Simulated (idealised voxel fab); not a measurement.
Process module heading - voxel spacer lines
cross-section cut | 265 nm wide | cells 5 nm
Cross-section format: a grid of square cells, given as bands from top to bottom; each band is one or more rows of cells. Heads up on the band format: heights come first, top then bottom, in nm. After that it's the materials left to right, each with its width in nm. A single material flagged "throughout" fills the whole band edge to edge, and "air" means there's empty space there. Note: height 0 marks the level under which the wafer is uniformly one material as received. Lowest band unbounded below, written "top 0, no bottom". A width given as "30 to 40" starts at the first number in the band's top row and ends at the second number in its bottom row, shifting by an equal amount at every step from row to row. What does "nothing changed" mean for a step? It means no cell of the cross-section changed in that step. In "Closed voids list" the enclosed voids are listed, meaning empty spaces of 8 cells or larger without any opening to the top. The form is width x height at distance, distance from the left edge, units nm. Text after the settings on a step's line: the simulator's own remark on that step. overlay nm: how far to the right of its planned place the mask lay on this masked step (negative: to the left).
THE FOLLOWING LIST GIVES THE PLANNED PROCESS STEPS
1. RECEIVE (material Si)
2. CONFORMAL_DEP (material Al2O3; thk nm 10)
3. DIRECTIONAL_DEP (material SiN; thk nm 10)
4. DIRECTIONAL_DEP (material aC; thk nm 30)
5. PATTERN (tone cover; mask id MANDREL; material resist; width nm 25; pitch nm 80; thk nm 35; overlay nm 0)
6. DIRECTIONAL_ETCH (etch materials aC; depth nm 30)
7. STRIP (etch materials resist)
8. CONFORMAL_DEP (material SiO2; thk nm 15)
9. DIRECTIONAL_ETCH (etch materials SiO2; depth nm 15)
10. STRIP (etch materials aC)
11. DIRECTIONAL_ETCH (etch materials SiN; depth nm 10)
12. STRIP (etch materials SiO2)
13. FILL_DEP (material lowk; thk nm 10)
14. CMP (height nm 20)
ACCOUNT OF THE FIRST OF TWO WAFERS, WHICH WAS PROCESSED AS INTENDED
CROSS-SECTION OF THE WAFER AT RECEIPT, WHICH IS THE CONDITION AFTER STEP 1
	top 0, no bottom: Si throughout
	Closed voids list: none
THE WAFER, SEEN IN CROSS-SECTION, AFTER STEP 2
	top 10, bottom 0: Al2O3 throughout
	No changes below 0.
THE WAFER, SEEN IN CROSS-SECTION, AFTER STEP 3
	top 20, bottom 10: SiN throughout
	No changes below 10.
THE WAFER, SEEN IN CROSS-SECTION, AFTER STEP 4
	top 50, bottom 20: aC throughout
	No changes below 20.
THE WAFER, SEEN IN CROSS-SECTION, AFTER STEP 5
	top 85, bottom 50: 40 nm air  25 nm resist  55 nm air  25 nm resist  55 nm air  25 nm resist  40 nm air
	No changes below 50.
THE WAFER, SEEN IN CROSS-SECTION, AFTER STEP 6
	top 55, bottom 50: 40 nm air  25 nm resist  55 nm air  25 nm resist  55 nm air  25 nm resist  40 nm air
	top 50, bottom 20: 40 nm air  25 nm aC  55 nm air  25 nm aC  55 nm air  25 nm aC  40 nm air
	No changes below 20.
THE WAFER, SEEN IN CROSS-SECTION, AFTER STEP 7
	top 50, bottom 20: 40 nm air  25 nm aC  55 nm air  25 nm aC  55 nm air  25 nm aC  40 nm air
	No changes below 20.
THE WAFER, SEEN IN CROSS-SECTION, AFTER STEP 8
	top 65, bottom 50: 25 nm air  55 nm SiO2  25 nm air  55 nm SiO2  25 nm air  55 nm SiO2  25 nm air
	top 50, bottom 35: 25 nm air  15 nm SiO2  25 nm aC  15 nm SiO2  25 nm air  15 nm SiO2  25 nm aC  15 nm SiO2  25 nm air  15 nm SiO2  25 nm aC  15 nm SiO2  25 nm air
	top 35, bottom 20: 40 nm SiO2  25 nm aC  55 nm SiO2  25 nm aC  55 nm SiO2  25 nm aC  40 nm SiO2
	No changes below 20.
THE WAFER, SEEN IN CROSS-SECTION, AFTER STEP 9
	top 50, bottom 20: 25 nm air  15 nm SiO2  25 nm aC  15 nm SiO2  25 nm air  15 nm SiO2  25 nm aC  15 nm SiO2  25 nm air  15 nm SiO2  25 nm aC  15 nm SiO2  25 nm air
	No changes below 20.
THE WAFER, SEEN IN CROSS-SECTION, AFTER STEP 10
	top 50, bottom 20: 25 nm air  15 nm SiO2  25 nm air  15 nm SiO2  25 nm air  15 nm SiO2  25 nm air  15 nm SiO2  25 nm air  15 nm SiO2  25 nm air  15 nm SiO2  25 nm air
	No changes below 20.
THE WAFER, SEEN IN CROSS-SECTION, AFTER STEP 11
	top 50, bottom 20: 25 nm air  15 nm SiO2  25 nm air  15 nm SiO2  25 nm air  15 nm SiO2  25 nm air  15 nm SiO2  25 nm air  15 nm SiO2  25 nm air  15 nm SiO2  25 nm air
	top 20, bottom 10: 25 nm air  15 nm SiN  25 nm air  15 nm SiN  25 nm air  15 nm SiN  25 nm air  15 nm SiN  25 nm air  15 nm SiN  25 nm air  15 nm SiN  25 nm air
	No changes below 10.
THE WAFER, SEEN IN CROSS-SECTION, AFTER STEP 12
	top 20, bottom 10: 25 nm air  15 nm SiN  25 nm air  15 nm SiN  25 nm air  15 nm SiN  25 nm air  15 nm SiN  25 nm air  15 nm SiN  25 nm air  15 nm SiN  25 nm air
	No changes below 10.
THE WAFER, SEEN IN CROSS-SECTION, AFTER STEP 13
	top 30, bottom 20: lowk throughout
	top 20, bottom 10: 25 nm lowk  15 nm SiN  25 nm lowk  15 nm SiN  25 nm lowk  15 nm SiN  25 nm lowk  15 nm SiN  25 nm lowk  15 nm SiN  25 nm lowk  15 nm SiN  25 nm lowk
	No changes below 10.
THE WAFER, SEEN IN CROSS-SECTION, AFTER STEP 14
	top 20, bottom 10: 25 nm lowk  15 nm SiN  25 nm lowk  15 nm SiN  25 nm lowk  15 nm SiN  25 nm lowk  15 nm SiN  25 nm lowk  15 nm SiN  25 nm lowk  15 nm SiN  25 nm lowk
	No changes below 10.
THE SECOND WAFER: IDENTICAL TO THE FIRST AT THE OUTSET AND IN ITS PLANNED SEQUENCE, DIFFERING ONLY IN THAT ONE MISTAKE WAS MADE DURING PROCESSING; UP TO AND INCLUDING STEP 8, ITS PATH IS THE FIRST WAFER'S PATH
HERE IS THE SECOND WAFER IN CROSS-SECTION AT THE POINT WHERE STEP 9 OF THE PLAN SHOULD HAVE BEEN DONE
	top 50, bottom 35: 40 nm air  25 nm aC  55 nm air  25 nm aC  55 nm air  25 nm aC  40 nm air
	top 35, bottom 20: 25 nm air  15 nm SiO2  25 nm aC  15 nm SiO2  25 nm air  15 nm SiO2  25 nm aC  15 nm SiO2  25 nm air  15 nm SiO2  25 nm aC  15 nm SiO2  25 nm air
	No changes below 20.
HERE IS THE SECOND WAFER IN CROSS-SECTION AT THE POINT WHERE STEP 10 OF THE PLAN SHOULD HAVE BEEN DONE
	top 35, bottom 20: 25 nm air  15 nm SiO2  25 nm air  15 nm SiO2  25 nm air  15 nm SiO2  25 nm air  15 nm SiO2  25 nm air  15 nm SiO2  25 nm air  15 nm SiO2  25 nm air
	No changes below 20.
HERE IS THE SECOND WAFER IN CROSS-SECTION AT THE POINT WHERE STEP 11 OF THE PLAN SHOULD HAVE BEEN DONE
	top 35, bottom 20: 25 nm air  15 nm SiO2  25 nm air  15 nm SiO2  25 nm air  15 nm SiO2  25 nm air  15 nm SiO2  25 nm air  15 nm SiO2  25 nm air  15 nm SiO2  25 nm air
	top 20, bottom 10: 25 nm air  15 nm SiN  25 nm air  15 nm SiN  25 nm air  15 nm SiN  25 nm air  15 nm SiN  25 nm air  15 nm SiN  25 nm air  15 nm SiN  25 nm air
	No changes below 10.
HERE IS THE SECOND WAFER IN CROSS-SECTION AT THE POINT WHERE STEP 12 OF THE PLAN SHOULD HAVE BEEN DONE
	top 20, bottom 10: 25 nm air  15 nm SiN  25 nm air  15 nm SiN  25 nm air  15 nm SiN  25 nm air  15 nm SiN  25 nm air  15 nm SiN  25 nm air  15 nm SiN  25 nm air
	No changes below 10.
HERE IS THE SECOND WAFER IN CROSS-SECTION AT THE POINT WHERE STEP 13 OF THE PLAN SHOULD HAVE BEEN DONE
	top 30, bottom 20: lowk throughout
	top 20, bottom 10: 25 nm lowk  15 nm SiN  25 nm lowk  15 nm SiN  25 nm lowk  15 nm SiN  25 nm lowk  15 nm SiN  25 nm lowk  15 nm SiN  25 nm lowk  15 nm SiN  25 nm lowk
	No changes below 10.
HERE IS THE SECOND WAFER IN CROSS-SECTION AT THE POINT WHERE STEP 14 OF THE PLAN SHOULD HAVE BEEN DONE
	top 20, bottom 10: 25 nm lowk  15 nm SiN  25 nm lowk  15 nm SiN  25 nm lowk  15 nm SiN  25 nm lowk  15 nm SiN  25 nm lowk  15 nm SiN  25 nm lowk  15 nm SiN  25 nm lowk
	No changes below 10.
Diagnosis: execution of plan step 9 occurred twice
Outcome: the two wafer cross-sections end up identical, and the model's computation is unaffected by the mistake.
